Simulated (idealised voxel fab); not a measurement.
Name of the process module below: voxel released beams
The width of the displayed cross-section, cut, is 290 nm; its cells are square, with a size of 5 nm.
Notation: cross-section as square-cell grid; stated in bands, top first, going down; one or more cell rows per band.
Within each band entry, the heights of the top and of the bottom of the band appear first, in that order and in nm; the materials of the band then follow from left to right, each with its corresponding width in nm. The designation "throughout" on a single material indicates that it fills the band from edge to edge; the designation "air" indicates empty space.
Heads up on the height convention: 0 is the point under which the incoming wafer is all one material, and the lowest band has no bottom, it just keeps going down, like "z 0 and below".
The notation "30 to 40" denotes a width that varies across the rows of cells in the band, beginning at the first number in the top row, finishing at the second number in the bottom row, and changing by an identical amount from each row to the next.
Where the words "remains unaltered" appear for a step, the cross-section shows no cell changed by that step; every cell remained as before.
"Enclosed voids" specifies each empty space that is not open to the top and that occupies no fewer than 8 cells, using the form width x height at distance, the distance measured from the left edge and all three quantities in nm.
It should be noted that, on the line of a given step, the content following the step's settings is a remark produced by the simulator itself with respect to that step.
overlay nm: for a step with a mask, the amount by which the mask lay right of where it was planned; a negative amount means left of it.

Planned step list for the process:
1) RECEIVE with material Si
2) CONFORMAL_DEP with material SiN, thk nm 5
3) DIRECTIONAL_DEP with material SiO2, thk nm 10
4) DIRECTIONAL_DEP with material aC, thk nm 10
5) PATTERN with tone open, mask id ANCHOR, material resist, width nm 40, thk nm 25, overlay nm 0
6) DIRECTIONAL_ETCH with etch materials aC, depth nm 10
7) STRIP with etch materials resist
8) DIRECTIONAL_ETCH with etch materials SiO2, depth nm 10
9) STRIP with etch materials aC
10) CONFORMAL_DEP with material W, thk nm 15
11) MASKED_ETCH with tone cover, mask id BEAM, width nm 120, etch materials W, depth nm 15, overlay nm 0
12) STRIP with etch materials SiO2

The first of the two wafers, which ran as planned:

Cross-section: wafer on arrival = after step 1:
z 0 and below  Si throughout
Enclosed voids: none

Cross-section through the wafer, step 2 finished:
z 5 to 0  SiN throughout
Below 0 it's all the same as before, nothing changed down there.

Cross-section through the wafer, step 3 finished:
z 15 to 5  SiO2 throughout
Below 5 it's all the same as before, nothing changed down there.

Cross-section through the wafer, step 4 finished:
z 25 to 15  aC throughout
Below 15 it's all the same as before, nothing changed down there.

Cross-section through the wafer, step 5 finished:
z 50 to 25  resist 85 nm  air 40 nm  resist 165 nm
Below 25 it's all the same as before, nothing changed down there.

Cross-section through the wafer, step 6 finished:
z 40 to 25  resist 85 nm  air 40 nm  resist 165 nm
z 25 to 15  aC 85 nm  air 40 nm  aC 165 nm
Below 15 it's all the same as before, nothing changed down there.

Cross-section through the wafer, step 7 finished:
z 25 to 15  aC 85 nm  air 40 nm  aC 165 nm
Below 15 it's all the same as before, nothing changed down there.

Cross-section through the wafer, step 8 finished:
z 25 to 15  aC 85 nm  air 40 nm  aC 165 nm
z 15 to 5  SiO2 85 nm  air 40 nm  SiO2 165 nm
Below 5 it's all the same as before, nothing changed down there.

Cross-section through the wafer, step 9 finished:
z 15 to 5  SiO2 85 nm  air 40 nm  SiO2 165 nm
Below 5 it's all the same as before, nothing changed down there.

Cross-section through the wafer, step 10 finished:
z 30 to 20  W 100 nm  air 10 nm  W 180 nm
z 20 to 15  W throughout
z 15 to 5  SiO2 85 nm  W 40 nm  SiO2 165 nm
Below 5 it's all the same as before, nothing changed down there.

Cross-section through the wafer, step 11 finished:
z 30 to 20  air 80 nm  W 20 nm  air 10 nm  W 90 nm  air 90 nm
z 20 to 15  air 80 nm  W 120 nm  air 90 nm
Below 15 it's all the same as before, nothing changed down there.

Cross-section through the wafer, step 12 finished:
z 30 to 20  air 80 nm  W 20 nm  air 10 nm  W 90 nm  air 90 nm
z 20 to 15  air 80 nm  W 120 nm  air 90 nm
z 15 to 5  air 85 nm  W 40 nm  air 165 nm
Below 5 it's all the same as before, nothing changed down there.

Second wafer - shared start and plan with the first - one error in running - same as the first up to step 3 inclusive:

When step 4 should have ended:
z 25 to 15  W throughout
Below 15 it's all the same as before, nothing changed down there.

When step 5 should have ended:
z 50 to 25  resist 85 nm  air 40 nm  resist 165 nm
Below 25 it's all the same as before, nothing changed down there.

When step 6 should have ended:
z 40 to 25  resist 85 nm  air 40 nm  resist 165 nm
Below 25 it's all the same as before, nothing changed down there.

When step 7 should have ended:
z 25 to 15  W throughout
Below 15 it's all the same as before, nothing changed down there.

when step 8 should have ended: remains unaltered

when step 9 should have ended: remains unaltered

When step 10 should have ended:
z 40 to 15  W throughout
Below 15 it's all the same as before, nothing changed down there.

When step 11 should have ended:
z 40 to 25  air 80 nm  W 120 nm  air 90 nm
Below 25 it's all the same as before, nothing changed down there.

when step 12 should have ended: remains unaltered
What was done differently from what was planned? step 4 ran with different settings than intended, the actual operation and settings being DIRECTIONAL_DEP with material W, thk nm 10
Final comparison by cell count, materials where the second wafer has more or fewer than the first: 116 more of SiO2; 104 more of W
